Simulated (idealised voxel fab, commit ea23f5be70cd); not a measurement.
voxel capacitor over wiring: a process module
Each square cell in cross-section cut measures 5 nm, and the section as a whole is 250 nm wide.
Square cells in a grid make up a cross-section in this document, and the grid is given as bands, listed from the top down, each one or more rows of cells.
Quick guide to a band line: top height, bottom height (nm) up front; then every material left to right with its width in nm. Only one material and it's marked "full width"? Then it fills the band edge to edge. And "blank" just means empty space.
The reference from which all heights are counted is 0, the level beneath which the as-received wafer is entirely one material; the lowest band, having no lower bound, proceeds downward and is written after the example "0 nm and below".
The expression "30->40" gives the width at the extremes of the band, the first number at its top row of cells and the second at its bottom row, with the width changing by equal amounts from each row to the next in between.
Key: "everything unchanged" - step with no changed cell in the cross-section.
For the entry "Cavities, sealed", the listed items are empty spaces with no open way to the top whose size is 8 cells or more; each item follows the pattern width x height at distance, where distance is from the left edge and all three are in nm.
Where a step's line continues beyond its settings, the continuation is a remark by the simulator itself on that step.
"overlay nm" answers the question of how far to the right of plan the mask lay on a step that has a mask, and when it is negative the answer is to the left.

**The planned process steps are enumerated hereunder**
1,RECEIVE | material Si
2,CONFORMAL_DEP | material SiO2 | thk nm 10
3,DIRECTIONAL_DEP | material TiN | thk nm 5
4,DIRECTIONAL_DEP | material W | thk nm 15
5,DIRECTIONAL_DEP | material aC | thk nm 10
6,PATTERN | tone cover | mask id METAL_1 | material resist | width nm 25 | pitch nm 90 | thk nm 25 | overlay nm 0
7,DIRECTIONAL_ETCH | etch materials aC | depth nm 10
8,STRIP | etch materials resist
9,DIRECTIONAL_ETCH | etch materials W | depth nm 15
10,DIRECTIONAL_ETCH | etch materials TiN | depth nm 5
11,STRIP | etch materials aC
12,CONFORMAL_DEP | material SiCN | thk nm 5
13,FILL_DEP | material SiO2 | thk nm 5
14,CMP | height nm 30
15,CONFORMAL_DEP | material SiCN | thk nm 5
16,DIRECTIONAL_DEP | material SiO2 | thk nm 15
17,MASKED_ETCH | tone open | mask id PLUG_1 | width nm 15 | etch materials SiO2 | depth nm 15 | overlay nm 0
18,MASKED_ETCH | tone open | mask id PLUG_1 | width nm 15 | etch materials SiCN | depth nm 5 | overlay nm 0
19,EPI | material Ru | thk nm 10
20,EPI | material Ru | thk nm 10
21,DIRECTIONAL_DEP | material TiN | thk nm 10
22,DIRECTIONAL_DEP | material SiN | thk nm 5
23,DIRECTIONAL_DEP | material TiN | thk nm 10
24,MASKED_ETCH | tone cover | mask id UPPER_PLATE | width nm 70 | etch materials TiN | depth nm 10 | overlay nm 0
25,MASKED_ETCH | tone cover | mask id UPPER_PLATE | width nm 70 | etch materials SiN | depth nm 5 | overlay nm 0
26,PATTERN | tone cover | mask id LOWER_PLATE | material resist | width nm 80 | thk nm 20 | overlay nm 0
27,DIRECTIONAL_ETCH | etch materials TiN | depth nm 10
28,STRIP | etch materials resist
29,FILL_DEP | material SiO2 | thk nm 20
30,CMP | height nm 90
31,DIRECTIONAL_DEP | material aC | thk nm 15
32,PATTERN | tone open | mask id PLUG_2 | material resist | width nm 15 | thk nm 30 | overlay nm 0
33,DIRECTIONAL_ETCH | etch materials aC | depth nm 15
34,STRIP | etch materials resist
35,DIRECTIONAL_ETCH | etch materials SiO2 | depth nm 15
36,STRIP | etch materials aC
37,CONFORMAL_DEP | material TiN | thk nm 5
38,FILL_DEP | material Ru | thk nm 5
39,CMP | height nm 90
40,CONFORMAL_DEP | material SiCN | thk nm 5

**This is the cross-section of the wafer as we received it, i.e. after step 1**
* 0 nm and below | Si full width
* Cavities, sealed: none

**One mistake in running the module, otherwise start and plan as above: cross-section at the end**
* 95 nm to 90 nm | SiCN full width
* 90 nm to 80 nm | SiO2 (85) | TiN (5) | Ru (5) | TiN (5) | SiO2 (150)
* 80 nm to 75 nm | SiO2 (85) | TiN (15) | SiO2 (150)
* 75 nm to 65 nm | SiO2 (90) | TiN (55) | SiO2 (105)
* 65 nm to 60 nm | SiO2 (90) | SiN (55) | SiO2 (105)
* 60 nm to 55 nm | SiO2 (70) | TiN (5) | SiO2 (15) | TiN (60) | SiO2 (100)
* 55 nm to 45 nm | SiO2 (70->75) | TiN (80->15) | SiO2 (100->160)
* 45 nm to 40 nm | SiO2 (75) | SiN (15) | SiO2 (160)
* 40 nm to 35 nm | SiO2 (75) | TiN (15) | SiO2 (160)
* 35 nm to 30 nm | SiCN (75) | TiN (15) | SiCN (160)
* 30 nm to 25 nm | SiO2 full width
* 25 nm to 20 nm | SiO2 (60) | SiCN (35) | SiO2 (55) | SiCN (35) | SiO2 (65)
* 20 nm to 15 nm | SiO2 (60) | SiCN (5) | W (25) | SiCN (5) | SiO2 (55) | SiCN (5) | W (25) | SiCN (5) | SiO2 (65)
* 15 nm to 10 nm | SiCN (65) | TiN (25) | SiCN (65) | TiN (25) | SiCN (70)
* 10 nm to 0 nm | SiO2 full width
* 0 nm and below | Si full width
* Cavities, sealed: none
Deviation from plan: contrary to plan, step 4 was performed as DIRECTIONAL_DEP | material W | thk nm 5
